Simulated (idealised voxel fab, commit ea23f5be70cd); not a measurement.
The name of this process module is voxel air gaps.
This is section cut - it's 220 nm across, gridded in 5 nm square cells.
Reading order for cross-sections: top band down to bottom band. Underlying form: a grid of square cells. Band size: one or more rows of cells. Quick guide to a band line: top height, bottom height (nm) up front; then every material left to right with its width in nm. Only one material and it's marked "edge to edge"? Then it fills the band edge to edge. And "empty" just means empty space. The reference from which all heights are counted is 0, the level beneath which the as-received wafer is entirely one material; the lowest band, having no lower bound, proceeds downward and is written after the example "from 0 down". Think of "30 to 40" as a width that walks from the first number to the second as you go down the band, top row to bottom row, taking equal-sized steps from row to row. "remained the same", as given for a step, is the statement that not any cell of the cross-section underwent a change during that step. The entry "Sealed internal cavities" lists the empty spaces that cover at least 8 cells and have no open path to the top. Each is written as width x height at distance, where the distance is measured from the left edge and all three values are in nm. If you see something after the settings on a step's line, that's the simulator's own remark about that step. The line of a step may include "overlay nm". On a step with a mask, this value is how far to the right of its planned place the mask lay. A negative value means the mask lay to the left.

-- Intended process steps
1 RECEIVE [material Si]
2 CONFORMAL_DEP [material SiO2] [thk nm 15]
3 CONFORMAL_DEP [material SiN] [thk nm 5]
4 DIRECTIONAL_DEP [material SiO2] [thk nm 35]
5 DIRECTIONAL_DEP [material aC] [thk nm 15]
6 PATTERN [tone open] [mask id LINES] [material resist] [width nm 20] [pitch nm 50] [thk nm 30] [overlay nm -10]
7 DIRECTIONAL_ETCH [etch materials aC] [depth nm 15]
8 STRIP [etch materials resist]
9 DIRECTIONAL_ETCH [etch materials SiO2] [depth nm 35]
10 STRIP [etch materials aC]
11 CONFORMAL_DEP [material TiN] [thk nm 5]
12 FILL_DEP [material W] [thk nm 10]
13 CMP [height nm 55]
14 EPI [material Ru] [thk nm 10]
15 SELECTIVE_ETCH [etch materials SiO2] [depth nm 45]
16 CONFORMAL_DEP [material SiCN] [thk nm 5]
The overlay nm used in step 6 is not the same on every wafer, whereas the starting condition is; the value printed in the plan is the first wafer's.

-- Received wafers, first of several: cross-section after step 1
  from 0 down = Si edge to edge
  Sealed internal cavities: none

-- End-of-module cross-section, first of several wafers, after last step 16
  from 70 to 65 = SiCN=200; empty=20
  from 65 to 55 = SiCN=5; Ru=40; SiCN=10; Ru=40; SiCN=10; Ru=40; SiCN=10; Ru=40; SiCN=5; empty=20
  from 55 to 50 = SiCN=15; TiN=5; W=10; TiN=5; SiCN=30; TiN=5; W=10; TiN=5; SiCN=30; TiN=5; W=10; TiN=5; SiCN=30; TiN=5; W=10; TiN=5; SiCN=15; empty=20
  from 50 to 25 = empty=10; SiCN=5; TiN=5; W=10; TiN=5; SiCN=5; empty=20; SiCN=5; TiN=5; W=10; TiN=5; SiCN=5; empty=20; SiCN=5; TiN=5; W=10; TiN=5; SiCN=5; empty=20; SiCN=5; TiN=5; W=10; TiN=5; SiCN=5; empty=30
  from 25 to 20 = SiCN=15; TiN=20; SiCN=30; TiN=20; SiCN=30; TiN=20; SiCN=30; TiN=20; SiCN=35
  from 20 to 15 = SiN edge to edge
  from 15 to 0 = SiO2 edge to edge
  from 0 down = Si edge to edge
  Sealed internal cavities: 10 x 25 at 0; 20 x 25 at 40; 20 x 25 at 90; 20 x 25 at 140

-- Showing the last wafer in cross-section at the end of the module
  from 70 to 65 = empty=20; SiCN=200
  from 65 to 55 = empty=20; SiCN=5; Ru=40; SiCN=10; Ru=40; SiCN=10; Ru=40; SiCN=10; Ru=40; SiCN=5
  from 55 to 50 = empty=20; SiCN=15; TiN=5; W=10; TiN=5; SiCN=30; TiN=5; W=10; TiN=5; SiCN=30; TiN=5; W=10; TiN=5; SiCN=30; TiN=5; W=10; TiN=5; SiCN=15
  from 50 to 25 = empty=30; SiCN=5; TiN=5; W=10; TiN=5; SiCN=5; empty=20; SiCN=5; TiN=5; W=10; TiN=5; SiCN=5; empty=20; SiCN=5; TiN=5; W=10; TiN=5; SiCN=5; empty=20; SiCN=5; TiN=5; W=10; TiN=5; SiCN=5; empty=10
  from 25 to 20 = SiCN=35; TiN=20; SiCN=30; TiN=20; SiCN=30; TiN=20; SiCN=30; TiN=20; SiCN=15
  from 20 to 15 = SiN edge to edge
  from 15 to 0 = SiO2 edge to edge
  from 0 down = Si edge to edge
  Sealed internal cavities: 20 x 25 at 60; 20 x 25 at 110; 20 x 25 at 160; 10 x 25 at 210

-- Below, a row for every wafer. Read it as the end-of-module picture: for each material the wafer shows its cells gained (+) or lost (-) since it was received, and then its closed voids
overlay nm -10 | +64 Ru | +148 SiCN | +44 SiN | +132 SiO2 | +64 TiN | +48 W | Sealed internal cavities: 10 x 25 at 0; 20 x 25 at 40; 20 x 25 at 90; 20 x 25 at 140
overlay nm -5 | +64 Ru | +148 SiCN | +44 SiN | +132 SiO2 | +64 TiN | +48 W | Sealed internal cavities: 20 x 25 at 45; 20 x 25 at 95; 20 x 25 at 145
overlay nm 0 | +64 Ru | +148 SiCN | +44 SiN | +132 SiO2 | +64 TiN | +48 W | Sealed internal cavities: 20 x 25 at 50; 20 x 25 at 100; 20 x 25 at 150
overlay nm 5 | +64 Ru | +148 SiCN | +44 SiN | +132 SiO2 | +64 TiN | +48 W | Sealed internal cavities: 20 x 25 at 55; 20 x 25 at 105; 20 x 25 at 155
overlay nm 10 | +64 Ru | +148 SiCN | +44 SiN | +132 SiO2 | +64 TiN | +48 W | Sealed internal cavities: 20 x 25 at 60; 20 x 25 at 110; 20 x 25 at 160; 10 x 25 at 210
